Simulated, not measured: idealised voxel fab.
This is a process module. Its name is voxel ribs on slabs.
Square cell edge 5 nm, section width 165 nm, ID cut.
This document writes a cross-section as a grid whose cells are square, and gives it as bands, listed from the top down; one or more rows of cells form a band. Quick guide to a band line: top height, bottom height (nm) up front; then every material left to right with its width in nm. Only one material and it's marked "everywhere"? Then it fills the band edge to edge. And "empty" just means empty space. A quick word on heights: they are counted from 0, and under that level the wafer as it came to us is one material throughout. The lowest band is different from the rest in having no bottom; it simply continues downward, written as in "0 down". Width "30 to 40": first value at the band's top row of cells, second value at its bottom row, equal change from row to row. For the purposes of this document, the phrase "remains unaltered" attached to a step denotes that no cell within the cross-section was modified by that step. The list in "Fully closed voids" covers empty spaces of 8 cells or more that cannot reach the top through any open way, and it gives each as width x height at distance; the distance is from the left edge, and width, height and distance are in nm. On a step's line, text after the settings is the simulator commenting on that step. If you see "overlay nm" on a step's line and that step has a mask, it's telling you how far right of where it was planned the mask ended up; a negative number means it went left instead.
This section lists the process steps that were planned:
| 1 | RECEIVE | material Si |
| 2 | DIRECTIONAL_DEP | material SiO2 | thk nm 20 |
| 3 | DIRECTIONAL_DEP | material polySi | thk nm 20 |
| 4 | PATTERN | tone cover | mask id RIB | material resist | width nm 15 | thk nm 15 | overlay nm 0 |
| 5 | DIRECTIONAL_ETCH | etch materials polySi | depth nm 15 |
| 6 | STRIP | etch materials resist |
| 7 | DIRECTIONAL_DEP | material aC | thk nm 15 |
| 8 | PATTERN | tone cover | mask id SLAB | material resist | width nm 55 | thk nm 30 | overlay nm 0 |
| 9 | DIRECTIONAL_ETCH | etch materials aC | depth nm 15 |
| 10 | STRIP | etch materials resist |
| 11 | DIRECTIONAL_ETCH | etch materials polySi | depth nm 5 |
| 12 | STRIP | etch materials aC |
| 13 | FILL_DEP | material SiO2 | thk nm 30 |
| 14 | CMP | height nm 60 |
| 15 | DIRECTIONAL_DEP | material W | thk nm 5 |
| 16 | DIRECTIONAL_DEP | material aC | thk nm 15 |
| 17 | PATTERN | tone cover | mask id HEATER | material resist | width nm 25 | thk nm 35 | overlay nm 0 |
| 18 | DIRECTIONAL_ETCH | etch materials aC | depth nm 15 |
| 19 | STRIP | etch materials resist |
| 20 | DIRECTIONAL_ETCH | etch materials W | depth nm 5 |
| 21 | STRIP | etch materials aC |
| 22 | CONFORMAL_DEP | material SiO2 | thk nm 5 |
First of two wafers, with the run carried out as planned:
Wafer at receipt (post step 1), cross-section:
	0 down: Si everywhere
	Fully closed voids: none
After step 2, in cross-section:
	20 to 0: SiO2 everywhere
	Below 0, no change.
After step 3, in cross-section:
	40 to 20: polySi everywhere
	Below 20, no change.
After step 4, in cross-section:
	55 to 40: empty: 75; resist: 15; empty: 75
	Below 40, no change.
After step 5, in cross-section:
	55 to 40: empty: 75; resist: 15; empty: 75
	40 to 25: empty: 75; polySi: 15; empty: 75
	Below 25, no change.
After step 6, in cross-section:
	40 to 25: empty: 75; polySi: 15; empty: 75
	Below 25, no change.
After step 7, in cross-section:
	55 to 40: empty: 75; aC: 15; empty: 75
	40 to 25: aC: 75; polySi: 15; aC: 75
	Below 25, no change.
After step 8, in cross-section:
	85 to 55: empty: 55; resist: 55; empty: 55
	55 to 40: empty: 55; resist: 20; aC: 15; resist: 20; empty: 55
	Below 40, no change.
After step 9, in cross-section:
	70 to 55: empty: 55; resist: 55; empty: 55
	55 to 40: empty: 55; resist: 20; aC: 15; resist: 20; empty: 55
	40 to 25: empty: 55; aC: 20; polySi: 15; aC: 20; empty: 55
	Below 25, no change.
After step 10, in cross-section:
	55 to 40: empty: 75; aC: 15; empty: 75
	Below 40, no change.
After step 11, in cross-section:
	55 to 40: empty: 75; aC: 15; empty: 75
	40 to 25: empty: 55; aC: 20; polySi: 15; aC: 20; empty: 55
	25 to 20: empty: 55; polySi: 55; empty: 55
	Below 20, no change.
After step 12, in cross-section:
	40 to 25: empty: 75; polySi: 15; empty: 75
	Below 25, no change.
After step 13, in cross-section:
	70 to 40: SiO2 everywhere
	40 to 25: SiO2: 75; polySi: 15; SiO2: 75
	25 to 20: SiO2: 55; polySi: 55; SiO2: 55
	Below 20, no change.
After step 14, in cross-section:
	60 to 40: SiO2 everywhere
	Below 40, no change.
After step 15, in cross-section:
	65 to 60: W everywhere
	Below 60, no change.
After step 16, in cross-section:
	80 to 65: aC everywhere
	Below 65, no change.
After step 17, in cross-section:
	115 to 80: empty: 70; resist: 25; empty: 70
	Below 80, no change.
After step 18, in cross-section:
	100 to 80: empty: 70; resist: 25; empty: 70
	80 to 65: empty: 70; aC: 25; empty: 70
	Below 65, no change.
After step 19, in cross-section:
	80 to 65: empty: 70; aC: 25; empty: 70
	Below 65, no change.
After step 20, in cross-section:
	80 to 65: empty: 70; aC: 25; empty: 70
	65 to 60: empty: 70; W: 25; empty: 70
	Below 60, no change.
After step 21, in cross-section:
	65 to 60: empty: 70; W: 25; empty: 70
	Below 60, no change.
After step 22, in cross-section:
	70 to 65: empty: 65; SiO2: 35; empty: 65
	65 to 60: SiO2: 70; W: 25; SiO2: 70
	Below 60, no change.
Now the other wafer: same start, same recipe, but we messed up one thing when running it. Up to and including step 5 it's the same as the first one:
Second wafer, section view, time point: scheduled end of step 6:
	70 to 55: empty: 75; aC: 15; empty: 75
	55 to 40: empty: 75; resist: 15; empty: 75
	40 to 25: aC: 75; polySi: 15; aC: 75
	Below 25, no change.
Second wafer, section view, time point: scheduled end of step 7:
	40 to 25: aC: 75; polySi: 15; aC: 75
	Below 25, no change.
Second wafer, section view, time point: scheduled end of step 8:
	70 to 40: empty: 55; resist: 55; empty: 55
	Below 40, no change.
Second wafer, section view, time point: scheduled end of step 9:
	55 to 40: empty: 55; resist: 55; empty: 55
	40 to 25: empty: 55; aC: 20; polySi: 15; aC: 20; empty: 55
	Below 25, no change.
Second wafer, section view, time point: scheduled end of step 10:
	40 to 25: empty: 55; aC: 20; polySi: 15; aC: 20; empty: 55
	Below 25, no change.
Second wafer, section view, time point: scheduled end of step 11:
	40 to 35: empty: 55; aC: 20; empty: 15; aC: 20; empty: 55
	35 to 25: empty: 55; aC: 20; polySi: 15; aC: 20; empty: 55
	25 to 20: empty: 55; polySi: 55; empty: 55
	Below 20, no change.
Second wafer, section view, time point: scheduled end of step 12:
	35 to 25: empty: 75; polySi: 15; empty: 75
	Below 25, no change.
Second wafer, section view, time point: scheduled end of step 13:
	65 to 35: SiO2 everywhere
	35 to 25: SiO2: 75; polySi: 15; SiO2: 75
	25 to 20: SiO2: 55; polySi: 55; SiO2: 55
	Below 20, no change.
Second wafer, section view, time point: scheduled end of step 14:
	60 to 35: SiO2 everywhere
	Below 35, no change.
Second wafer, section view, time point: scheduled end of step 15:
	65 to 60: W everywhere
	Below 60, no change.
Second wafer, section view, time point: scheduled end of step 16:
	80 to 65: aC everywhere
	Below 65, no change.
Second wafer, section view, time point: scheduled end of step 17:
	115 to 80: empty: 70; resist: 25; empty: 70
	Below 80, no change.
Second wafer, section view, time point: scheduled end of step 18:
	100 to 80: empty: 70; resist: 25; empty: 70
	80 to 65: empty: 70; aC: 25; empty: 70
	Below 65, no change.
Second wafer, section view, time point: scheduled end of step 19:
	80 to 65: empty: 70; aC: 25; empty: 70
	Below 65, no change.
Second wafer, section view, time point: scheduled end of step 20:
	80 to 65: empty: 70; aC: 25; empty: 70
	65 to 60: empty: 70; W: 25; empty: 70
	Below 60, no change.
Second wafer, section view, time point: scheduled end of step 21:
	65 to 60: empty: 70; W: 25; empty: 70
	Below 60, no change.
Second wafer, section view, time point: scheduled end of step 22:
	70 to 65: empty: 65; SiO2: 35; empty: 65
	65 to 60: SiO2: 70; W: 25; SiO2: 70
	Below 60, no change.
In executing the process, a mistake was made relative to the plan: steps 6 and 7 got flipped, so each one ran where the other should have
Count the cells at the end and the second wafer has more or fewer of some materials than the first: 3 more of SiO2 | 3 fewer of polySi
